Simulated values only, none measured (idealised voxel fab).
This section sets out a process module, namely voxel wiring stack.
In the cross-section labelled cut, the width is 230 nm and each square cell is 5 nm.
How to read a cross-section here: the picture is a grid of square cells, written as bands going from the top down, and any band can span one or more rows of cells. Band entry format. Leading values: height of top, height of bottom, nm. Remainder: materials in left-to-right order, each with its width in nm. Special words: "everywhere" on a single material, which then fills the band edge to edge; "blank", empty space. Height datum 0, below which the as-received substrate wafer is one material. Lowest band open at the bottom, running downward: "from 0 down". Read "30 to 40" as a graded width: first number on top, second number at the bottom, same change between each pair of neighbouring rows. It should be understood that the words "nothing changed", when stated for a given step, signify that the cross-section underwent no change in any of its cells during that step. Empty spaces without an open route to the top, at least 8 cells in extent, make up the entry "Enclosed cavity list"; each is given as width x height at distance, where the distance is measured from the left edge, and all are in nm. The remark found on a step's line after its settings is issued by the simulator itself and pertains to that step. "overlay nm" denotes, for a step that has a mask, the displacement of the mask to the right of its planned place, with negative values corresponding to the left.
So here's the lineup of process steps we planned
1 RECEIVE: material Si
2 CONFORMAL_DEP: material SiO2, thk nm 10
3 DIRECTIONAL_DEP: material TiN, thk nm 5
4 DIRECTIONAL_DEP: material W, thk nm 20
5 DIRECTIONAL_DEP: material aC, thk nm 15
6 PATTERN: tone cover, mask id METAL_1, material resist, width nm 30, pitch nm 50, thk nm 35, overlay nm 0
7 DIRECTIONAL_ETCH: etch materials aC, depth nm 15
8 STRIP: etch materials resist
9 DIRECTIONAL_ETCH: etch materials W, depth nm 20
10 DIRECTIONAL_ETCH: etch materials TiN, depth nm 5
11 STRIP: etch materials aC
12 FILL_DEP: material SiO2, thk nm 5
13 CMP: height nm 35
14 CONFORMAL_DEP: material SiCN, thk nm 5
15 DIRECTIONAL_DEP: material SiO2, thk nm 25
16 DIRECTIONAL_DEP: material aC, thk nm 15
17 PATTERN: tone open, mask id METAL_2, material resist, width nm 30, pitch nm 50, thk nm 35, overlay nm 0
18 DIRECTIONAL_ETCH: etch materials aC, depth nm 15
19 STRIP: etch materials resist
20 DIRECTIONAL_ETCH: etch materials SiO2, depth nm 15
21 STRIP: etch materials aC
22 PATTERN: tone open, mask id METAL_2_HOLES, material resist, width nm 15, pitch nm 50, thk nm 20, overlay nm 0
23 DIRECTIONAL_ETCH: etch materials SiO2, depth nm 10
24 DIRECTIONAL_ETCH: etch materials SiCN, depth nm 5
25 STRIP: etch materials resist
26 CONFORMAL_DEP: material TiN, thk nm 5
27 FILL_DEP: material Cu, thk nm 5
28 CMP: height nm 65
29 CONFORMAL_DEP: material SiCN, thk nm 5
30 DIRECTIONAL_DEP: material SiO2, thk nm 30
31 DIRECTIONAL_DEP: material aC, thk nm 10
32 PATTERN: tone open, mask id METAL_3_HOLES, material resist, width nm 15, pitch nm 50, thk nm 30, overlay nm 0
33 DIRECTIONAL_ETCH: etch materials aC, depth nm 10
34 STRIP: etch materials resist
35 DIRECTIONAL_ETCH: etch materials SiO2, depth nm 30
36 STRIP: etch materials aC
37 DIRECTIONAL_DEP: material aC, thk nm 15
38 PATTERN: tone open, mask id METAL_3, material resist, width nm 30, pitch nm 50, thk nm 35, overlay nm 0
39 DIRECTIONAL_ETCH: etch materials aC, depth nm 15
40 STRIP: etch materials resist
41 DIRECTIONAL_ETCH: etch materials SiO2, depth nm 20
42 DIRECTIONAL_ETCH: etch materials SiCN, depth nm 5
43 STRIP: etch materials aC
44 CONFORMAL_DEP: material TiN, thk nm 5
45 FILL_DEP: material Cu, thk nm 10
46 CMP: height nm 100
47 CONFORMAL_DEP: material SiN, thk nm 5
Shown in cross-section is the wafer as received, that is, as it stands after step 1
    from 0 down: Si everywhere
    Enclosed cavity list: none
Cross-section taken at module completion on the first of two wafers; processed per the plan
    from 105 to 100: SiN everywhere
    from 100 to 85: 75 SiO2, then 5 TiN, then 20 Cu, then 5 TiN, then 20 SiO2, then 5 TiN, then 20 Cu, then 5 TiN, then 75 SiO2
    from 85 to 80: 75 SiO2, then 5 TiN, then 5 Cu, then 20 TiN, then 20 SiO2, then 5 TiN, then 5 Cu, then 20 TiN, then 75 SiO2
    from 80 to 70: 75 SiO2, then 5 TiN, then 5 Cu, then 5 TiN, then 35 SiO2, then 5 TiN, then 5 Cu, then 5 TiN, then 90 SiO2
    from 70 to 65: 75 SiCN, then 15 TiN, then 35 SiCN, then 15 TiN, then 90 SiCN
    from 65 to 55: 75 SiO2, then 5 TiN, then 20 Cu, then 5 TiN, then 20 SiO2, then 5 TiN, then 20 Cu, then 5 TiN, then 75 SiO2
    from 55 to 50: 75 SiO2, then 5 TiN, then 5 Cu, then 20 TiN, then 20 SiO2, then 5 TiN, then 5 Cu, then 20 TiN, then 75 SiO2
    from 50 to 40: 75 SiO2, then 5 TiN, then 5 Cu, then 5 TiN, then 35 SiO2, then 5 TiN, then 5 Cu, then 5 TiN, then 90 SiO2
    from 40 to 35: 75 SiCN, then 15 TiN, then 35 SiCN, then 15 TiN, then 90 SiCN
    from 35 to 15: 75 SiO2, then 30 W, then 20 SiO2, then 30 W, then 75 SiO2
    from 15 to 10: 75 SiO2, then 30 TiN, then 20 SiO2, then 30 TiN, then 75 SiO2
    from 10 to 0: SiO2 everywhere
    from 0 down: Si everywhere
    Enclosed cavity list: none
The second wafer, shown in cross-section after the module: started the same way as the first and given the same plan, yet one mistake crept into how it was run
    from 105 to 100: SiN everywhere
    from 100 to 85: 75 SiO2, then 5 TiN, then 20 Cu, then 5 TiN, then 20 SiO2, then 5 TiN, then 20 Cu, then 5 TiN, then 75 SiO2
    from 85 to 80: 75 SiO2, then 5 TiN, then 5 Cu, then 20 TiN, then 20 SiO2, then 5 TiN, then 5 Cu, then 20 TiN, then 75 SiO2
    from 80 to 70: 75 SiO2, then 5 TiN, then 5 Cu, then 5 TiN, then 35 SiO2, then 5 TiN, then 5 Cu, then 5 TiN, then 90 SiO2
    from 70 to 65: 75 SiCN, then 15 TiN, then 35 SiCN, then 15 TiN, then 90 SiCN
    from 65 to 55: 85 to 70 Cu, then 5 to 20 TiN, then 15 SiO2, then 5 TiN, then 25 to 10 Cu, then 5 to 20 TiN, then 15 SiO2, then 5 TiN, then 70 Cu
    from 55 to 50: 75 TiN, then 30 SiO2, then 20 TiN, then 30 SiO2, then 75 TiN
    from 50 to 40: SiO2 everywhere
    from 40 to 35: SiCN everywhere
    from 35 to 15: 75 SiO2, then 30 W, then 20 SiO2, then 30 W, then 75 SiO2
    from 15 to 10: 75 SiO2, then 30 TiN, then 20 SiO2, then 30 TiN, then 75 SiO2
    from 10 to 0: SiO2 everywhere
    from 0 down: Si everywhere
    Enclosed cavity list: none
Plan not followed: so step 17 ended up running with a different setting than we planned, it ran as PATTERN: tone cover, mask id METAL_2, material resist, width nm 30, pitch nm 50, thk nm 35, overlay nm 0
End check, counted in cells, second wafer has more or fewer of these materials than the first: 44 more of Cu, 6 more of SiCN, 66 fewer of SiO2, 16 more of TiN
